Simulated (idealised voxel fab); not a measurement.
The following is a process module called voxel trench capacitor.
Cross-section cut: width 265 nm, square cells of 5 nm.
A cross-section in this document is a grid of square cells, and it is written down as bands, the top band listed before the ones below it; a band is made up of one or more rows of cells. Each band's line starts with the height of the band's top and of its bottom, in nm. Then come its materials from left to right, each with its width in nm. One material with "all across" fills the band from edge to edge. "air" is empty space. Height 0 is the level under which the wafer as received is all one material. The lowest band goes on downwards, as in "0 -> down". The width entry "30 to 40" should be interpreted row by row: the top row of cells in the band takes the first number, the bottom row takes the second number, and the change between adjacent rows is uniform throughout. Step marked "left unchanged"? Then no cell in the cross-section changed in it. You'll see "Trapped cavities" listing empty spaces that have no way open to the top, as long as they're 8 cells or more; the notation is width x height at distance, where the distance is from the left edge, and all of it is in nm. after a step's settings: what the simulator itself notes on the step. A step's line can hold "overlay nm"; with a mask on that step, the setting says how far right of the planned place the mask lay, while a negative setting says it lay to the left.
Steps planned for the process:
- 1: RECEIVE: material Si
- 2: CONFORMAL_DEP: material SiN, thk nm 5
- 3: DIRECTIONAL_DEP: material aC, thk nm 15
- 4: PATTERN: tone open, mask id TRENCH, material resist, width nm 25, pitch nm 55, thk nm 35, overlay nm 0
- 5: DIRECTIONAL_ETCH: etch materials aC, depth nm 15
- 6: STRIP: etch materials resist
- 7: DIRECTIONAL_ETCH: etch materials SiN, depth nm 5
- 8: DIRECTIONAL_ETCH: etch materials Si, depth nm 40
- 9: STRIP: etch materials aC
- 10: CONFORMAL_DEP: material HfO2, thk nm 5
- 11: CONFORMAL_DEP: material TiN, thk nm 5
- 12: FILL_DEP: material W, thk nm 5
- 13: CMP: height nm 5
The first of two wafers, run as planned:
Cross-sectional view of the wafer in its as-received condition, corresponding to the state after step 1:
- 0 -> down  Si all across
- Trapped cavities: none
Cross-section: wafer state after step 2:
- 5 -> 0  SiN all across
- Rest of section, below 0: as before.
Cross-section: wafer state after step 3:
- 20 -> 5  aC all across
- Rest of section, below 5: as before.
Cross-section: wafer state after step 4:
- 55 -> 20  35 of resist, then 25 of air, then 30 of resist, then 25 of air, then 30 of resist, then 25 of air, then 30 of resist, then 25 of air, then 40 of resist
- Rest of section, below 20: as before.
Cross-section: wafer state after step 5:
- 40 -> 20  35 of resist, then 25 of air, then 30 of resist, then 25 of air, then 30 of resist, then 25 of air, then 30 of resist, then 25 of air, then 40 of resist
- 20 -> 5  35 of aC, then 25 of air, then 30 of aC, then 25 of air, then 30 of aC, then 25 of air, then 30 of aC, then 25 of air, then 40 of aC
- Rest of section, below 5: as before.
Cross-section: wafer state after step 6:
- 20 -> 5  35 of aC, then 25 of air, then 30 of aC, then 25 of air, then 30 of aC, then 25 of air, then 30 of aC, then 25 of air, then 40 of aC
- Rest of section, below 5: as before.
Cross-section: wafer state after step 7:
- 20 -> 5  35 of aC, then 25 of air, then 30 of aC, then 25 of air, then 30 of aC, then 25 of air, then 30 of aC, then 25 of air, then 40 of aC
- 5 -> 0  35 of SiN, then 25 of air, then 30 of SiN, then 25 of air, then 30 of SiN, then 25 of air, then 30 of SiN, then 25 of air, then 40 of SiN
- Rest of section, below 0: as before.
Cross-section: wafer state after step 8:
- 20 -> 5  35 of aC, then 25 of air, then 30 of aC, then 25 of air, then 30 of aC, then 25 of air, then 30 of aC, then 25 of air, then 40 of aC
- 5 -> 0  35 of SiN, then 25 of air, then 30 of SiN, then 25 of air, then 30 of SiN, then 25 of air, then 30 of SiN, then 25 of air, then 40 of SiN
- 0 -> -40  35 of Si, then 25 of air, then 30 of Si, then 25 of air, then 30 of Si, then 25 of air, then 30 of Si, then 25 of air, then 40 of Si
- Rest of section, below -40: as before.
Cross-section: wafer state after step 9:
- 5 -> 0  35 of SiN, then 25 of air, then 30 of SiN, then 25 of air, then 30 of SiN, then 25 of air, then 30 of SiN, then 25 of air, then 40 of SiN
- Rest of section, below 0: as before.
Cross-section: wafer state after step 10:
- 10 -> 5  40 of HfO2, then 15 of air, then 40 of HfO2, then 15 of air, then 40 of HfO2, then 15 of air, then 40 of HfO2, then 15 of air, then 45 of HfO2
- 5 -> 0  35 of SiN, then 5 of HfO2, then 15 of air, then 5 of HfO2, then 30 of SiN, then 5 of HfO2, then 15 of air, then 5 of HfO2, then 30 of SiN, then 5 of HfO2, then 15 of air, then 5 of HfO2, then 30 of SiN, then 5 of HfO2, then 15 of air, then 5 of HfO2, then 40 of SiN
- 0 -> -35  35 of Si, then 5 of HfO2, then 15 of air, then 5 of HfO2, then 30 of Si, then 5 of HfO2, then 15 of air, then 5 of HfO2, then 30 of Si, then 5 of HfO2, then 15 of air, then 5 of HfO2, then 30 of Si, then 5 of HfO2, then 15 of air, then 5 of HfO2, then 40 of Si
- -35 -> -40  35 of Si, then 25 of HfO2, then 30 of Si, then 25 of HfO2, then 30 of Si, then 25 of HfO2, then 30 of Si, then 25 of HfO2, then 40 of Si
- Rest of section, below -40: as before.
Cross-section: wafer state after step 11:
- 15 -> 10  45 of TiN, then 5 of air, then 50 of TiN, then 5 of air, then 50 of TiN, then 5 of air, then 50 of TiN, then 5 of air, then 50 of TiN
- 10 -> 5  40 of HfO2, then 5 of TiN, then 5 of air, then 5 of TiN, then 40 of HfO2, then 5 of TiN, then 5 of air, then 5 of TiN, then 40 of HfO2, then 5 of TiN, then 5 of air, then 5 of TiN, then 40 of HfO2, then 5 of TiN, then 5 of air, then 5 of TiN, then 45 of HfO2
- 5 -> 0  35 of SiN, then 5 of HfO2, then 5 of TiN, then 5 of air, then 5 of TiN, then 5 of HfO2, then 30 of SiN, then 5 of HfO2, then 5 of TiN, then 5 of air, then 5 of TiN, then 5 of HfO2, then 30 of SiN, then 5 of HfO2, then 5 of TiN, then 5 of air, then 5 of TiN, then 5 of HfO2, then 30 of SiN, then 5 of HfO2, then 5 of TiN, then 5 of air, then 5 of TiN, then 5 of HfO2, then 40 of SiN
- 0 -> -30  35 of Si, then 5 of HfO2, then 5 of TiN, then 5 of air, then 5 of TiN, then 5 of HfO2, then 30 of Si, then 5 of HfO2, then 5 of TiN, then 5 of air, then 5 of TiN, then 5 of HfO2, then 30 of Si, then 5 of HfO2, then 5 of TiN, then 5 of air, then 5 of TiN, then 5 of HfO2, then 30 of Si, then 5 of HfO2, then 5 of TiN, then 5 of air, then 5 of TiN, then 5 of HfO2, then 40 of Si
- -30 -> -35  35 of Si, then 5 of HfO2, then 15 of TiN, then 5 of HfO2, then 30 of Si, then 5 of HfO2, then 15 of TiN, then 5 of HfO2, then 30 of Si, then 5 of HfO2, then 15 of TiN, then 5 of HfO2, then 30 of Si, then 5 of HfO2, then 15 of TiN, then 5 of HfO2, then 40 of Si
- Rest of section, below -35: as before.
Cross-section: wafer state after step 12:
- 20 -> 15  W all across
- 15 -> 10  45 of TiN, then 5 of W, then 50 of TiN, then 5 of W, then 50 of TiN, then 5 of W, then 50 of TiN, then 5 of W, then 50 of TiN
- 10 -> 5  40 of HfO2, then 5 of TiN, then 5 of W, then 5 of TiN, then 40 of HfO2, then 5 of TiN, then 5 of W, then 5 of TiN, then 40 of HfO2, then 5 of TiN, then 5 of W, then 5 of TiN, then 40 of HfO2, then 5 of TiN, then 5 of W, then 5 of TiN, then 45 of HfO2
- 5 -> 0  35 of SiN, then 5 of HfO2, then 5 of TiN, then 5 of W, then 5 of TiN, then 5 of HfO2, then 30 of SiN, then 5 of HfO2, then 5 of TiN, then 5 of W, then 5 of TiN, then 5 of HfO2, then 30 of SiN, then 5 of HfO2, then 5 of TiN, then 5 of W, then 5 of TiN, then 5 of HfO2, then 30 of SiN, then 5 of HfO2, then 5 of TiN, then 5 of W, then 5 of TiN, then 5 of HfO2, then 40 of SiN
- 0 -> -30  35 of Si, then 5 of HfO2, then 5 of TiN, then 5 of W, then 5 of TiN, then 5 of HfO2, then 30 of Si, then 5 of HfO2, then 5 of TiN, then 5 of W, then 5 of TiN, then 5 of HfO2, then 30 of Si, then 5 of HfO2, then 5 of TiN, then 5 of W, then 5 of TiN, then 5 of HfO2, then 30 of Si, then 5 of HfO2, then 5 of TiN, then 5 of W, then 5 of TiN, then 5 of HfO2, then 40 of Si
- Rest of section, below -30: as before.
Cross-section: wafer state after step 13:
- 5 -> 0  35 of SiN, then 5 of HfO2, then 5 of TiN, then 5 of W, then 5 of TiN, then 5 of HfO2, then 30 of SiN, then 5 of HfO2, then 5 of TiN, then 5 of W, then 5 of TiN, then 5 of HfO2, then 30 of SiN, then 5 of HfO2, then 5 of TiN, then 5 of W, then 5 of TiN, then 5 of HfO2, then 30 of SiN, then 5 of HfO2, then 5 of TiN, then 5 of W, then 5 of TiN, then 5 of HfO2, then 40 of SiN
- Rest of section, below 0: as before.
Second wafer: same start and same plan as the first, one execution error; identical to the first through step 3:
Cross-section of the second wafer when, according to plan, step 4 should have finished:
- 55 -> 20  30 of resist, then 25 of air, then 30 of resist, then 25 of air, then 30 of resist, then 25 of air, then 30 of resist, then 25 of air, then 45 of resist
- Rest of section, below 20: as before.
Cross-section of the second wafer when, according to plan, step 5 should have finished:
- 40 -> 20  30 of resist, then 25 of air, then 30 of resist, then 25 of air, then 30 of resist, then 25 of air, then 30 of resist, then 25 of air, then 45 of resist
- 20 -> 5  30 of aC, then 25 of air, then 30 of aC, then 25 of air, then 30 of aC, then 25 of air, then 30 of aC, then 25 of air, then 45 of aC
- Rest of section, below 5: as before.
Cross-section of the second wafer when, according to plan, step 6 should have finished:
- 20 -> 5  30 of aC, then 25 of air, then 30 of aC, then 25 of air, then 30 of aC, then 25 of air, then 30 of aC, then 25 of air, then 45 of aC
- Rest of section, below 5: as before.
Cross-section of the second wafer when, according to plan, step 7 should have finished:
- 20 -> 5  30 of aC, then 25 of air, then 30 of aC, then 25 of air, then 30 of aC, then 25 of air, then 30 of aC, then 25 of air, then 45 of aC
- 5 -> 0  30 of SiN, then 25 of air, then 30 of SiN, then 25 of air, then 30 of SiN, then 25 of air, then 30 of SiN, then 25 of air, then 45 of SiN
- Rest of section, below 0: as before.
Cross-section of the second wafer when, according to plan, step 8 should have finished:
- 20 -> 5  30 of aC, then 25 of air, then 30 of aC, then 25 of air, then 30 of aC, then 25 of air, then 30 of aC, then 25 of air, then 45 of aC
- 5 -> 0  30 of SiN, then 25 of air, then 30 of SiN, then 25 of air, then 30 of SiN, then 25 of air, then 30 of SiN, then 25 of air, then 45 of SiN
- 0 -> -40  30 of Si, then 25 of air, then 30 of Si, then 25 of air, then 30 of Si, then 25 of air, then 30 of Si, then 25 of air, then 45 of Si
- Rest of section, below -40: as before.
Cross-section of the second wafer when, according to plan, step 9 should have finished:
- 5 -> 0  30 of SiN, then 25 of air, then 30 of SiN, then 25 of air, then 30 of SiN, then 25 of air, then 30 of SiN, then 25 of air, then 45 of SiN
- Rest of section, below 0: as before.
Cross-section of the second wafer when, according to plan, step 10 should have finished:
- 10 -> 5  35 of HfO2, then 15 of air, then 40 of HfO2, then 15 of air, then 40 of HfO2, then 15 of air, then 40 of HfO2, then 15 of air, then 50 of HfO2
- 5 -> 0  30 of SiN, then 5 of HfO2, then 15 of air, then 5 of HfO2, then 30 of SiN, then 5 of HfO2, then 15 of air, then 5 of HfO2, then 30 of SiN, then 5 of HfO2, then 15 of air, then 5 of HfO2, then 30 of SiN, then 5 of HfO2, then 15 of air, then 5 of HfO2, then 45 of SiN
- 0 -> -35  30 of Si, then 5 of HfO2, then 15 of air, then 5 of HfO2, then 30 of Si, then 5 of HfO2, then 15 of air, then 5 of HfO2, then 30 of Si, then 5 of HfO2, then 15 of air, then 5 of HfO2, then 30 of Si, then 5 of HfO2, then 15 of air, then 5 of HfO2, then 45 of Si
- -35 -> -40  30 of Si, then 25 of HfO2, then 30 of Si, then 25 of HfO2, then 30 of Si, then 25 of HfO2, then 30 of Si, then 25 of HfO2, then 45 of Si
- Rest of section, below -40: as before.
Cross-section of the second wafer when, according to plan, step 11 should have finished:
- 15 -> 10  40 of TiN, then 5 of air, then 50 of TiN, then 5 of air, then 50 of TiN, then 5 of air, then 50 of TiN, then 5 of air, then 55 of TiN
- 10 -> 5  35 of HfO2, then 5 of TiN, then 5 of air, then 5 of TiN, then 40 of HfO2, then 5 of TiN, then 5 of air, then 5 of TiN, then 40 of HfO2, then 5 of TiN, then 5 of air, then 5 of TiN, then 40 of HfO2, then 5 of TiN, then 5 of air, then 5 of TiN, then 50 of HfO2
- 5 -> 0  30 of SiN, then 5 of HfO2, then 5 of TiN, then 5 of air, then 5 of TiN, then 5 of HfO2, then 30 of SiN, then 5 of HfO2, then 5 of TiN, then 5 of air, then 5 of TiN, then 5 of HfO2, then 30 of SiN, then 5 of HfO2, then 5 of TiN, then 5 of air, then 5 of TiN, then 5 of HfO2, then 30 of SiN, then 5 of HfO2, then 5 of TiN, then 5 of air, then 5 of TiN, then 5 of HfO2, then 45 of SiN
- 0 -> -30  30 of Si, then 5 of HfO2, then 5 of TiN, then 5 of air, then 5 of TiN, then 5 of HfO2, then 30 of Si, then 5 of HfO2, then 5 of TiN, then 5 of air, then 5 of TiN, then 5 of HfO2, then 30 of Si, then 5 of HfO2, then 5 of TiN, then 5 of air, then 5 of TiN, then 5 of HfO2, then 30 of Si, then 5 of HfO2, then 5 of TiN, then 5 of air, then 5 of TiN, then 5 of HfO2, then 45 of Si
- -30 -> -35  30 of Si, then 5 of HfO2, then 15 of TiN, then 5 of HfO2, then 30 of Si, then 5 of HfO2, then 15 of TiN, then 5 of HfO2, then 30 of Si, then 5 of HfO2, then 15 of TiN, then 5 of HfO2, then 30 of Si, then 5 of HfO2, then 15 of TiN, then 5 of HfO2, then 45 of Si
- Rest of section, below -35: as before.
Cross-section of the second wafer when, according to plan, step 12 should have finished:
- 20 -> 15  W all across
- 15 -> 10  40 of TiN, then 5 of W, then 50 of TiN, then 5 of W, then 50 of TiN, then 5 of W, then 50 of TiN, then 5 of W, then 55 of TiN
- 10 -> 5  35 of HfO2, then 5 of TiN, then 5 of W, then 5 of TiN, then 40 of HfO2, then 5 of TiN, then 5 of W, then 5 of TiN, then 40 of HfO2, then 5 of TiN, then 5 of W, then 5 of TiN, then 40 of HfO2, then 5 of TiN, then 5 of W, then 5 of TiN, then 50 of HfO2
- 5 -> 0  30 of SiN, then 5 of HfO2, then 5 of TiN, then 5 of W, then 5 of TiN, then 5 of HfO2, then 30 of SiN, then 5 of HfO2, then 5 of TiN, then 5 of W, then 5 of TiN, then 5 of HfO2, then 30 of SiN, then 5 of HfO2, then 5 of TiN, then 5 of W, then 5 of TiN, then 5 of HfO2, then 30 of SiN, then 5 of HfO2, then 5 of TiN, then 5 of W, then 5 of TiN, then 5 of HfO2, then 45 of SiN
- 0 -> -30  30 of Si, then 5 of HfO2, then 5 of TiN, then 5 of W, then 5 of TiN, then 5 of HfO2, then 30 of Si, then 5 of HfO2, then 5 of TiN, then 5 of W, then 5 of TiN, then 5 of HfO2, then 30 of Si, then 5 of HfO2, then 5 of TiN, then 5 of W, then 5 of TiN, then 5 of HfO2, then 30 of Si, then 5 of HfO2, then 5 of TiN, then 5 of W, then 5 of TiN, then 5 of HfO2, then 45 of Si
- Rest of section, below -30: as before.
Cross-section of the second wafer when, according to plan, step 13 should have finished:
- 5 -> 0  30 of SiN, then 5 of HfO2, then 5 of TiN, then 5 of W, then 5 of TiN, then 5 of HfO2, then 30 of SiN, then 5 of HfO2, then 5 of TiN, then 5 of W, then 5 of TiN, then 5 of HfO2, then 30 of SiN, then 5 of HfO2, then 5 of TiN, then 5 of W, then 5 of TiN, then 5 of HfO2, then 30 of SiN, then 5 of HfO2, then 5 of TiN, then 5 of W, then 5 of TiN, then 5 of HfO2, then 45 of SiN
- Rest of section, below 0: as before.
What went wrong in running the wafer? planned and actual differ for step 4; actual: PATTERN: tone open, mask id TRENCH, material resist, width nm 25, pitch nm 55, thk nm 35, overlay nm -5
The concluding comparison shows that, measured in cells, each material is equally abundant on both wafers, albeit at different positions.
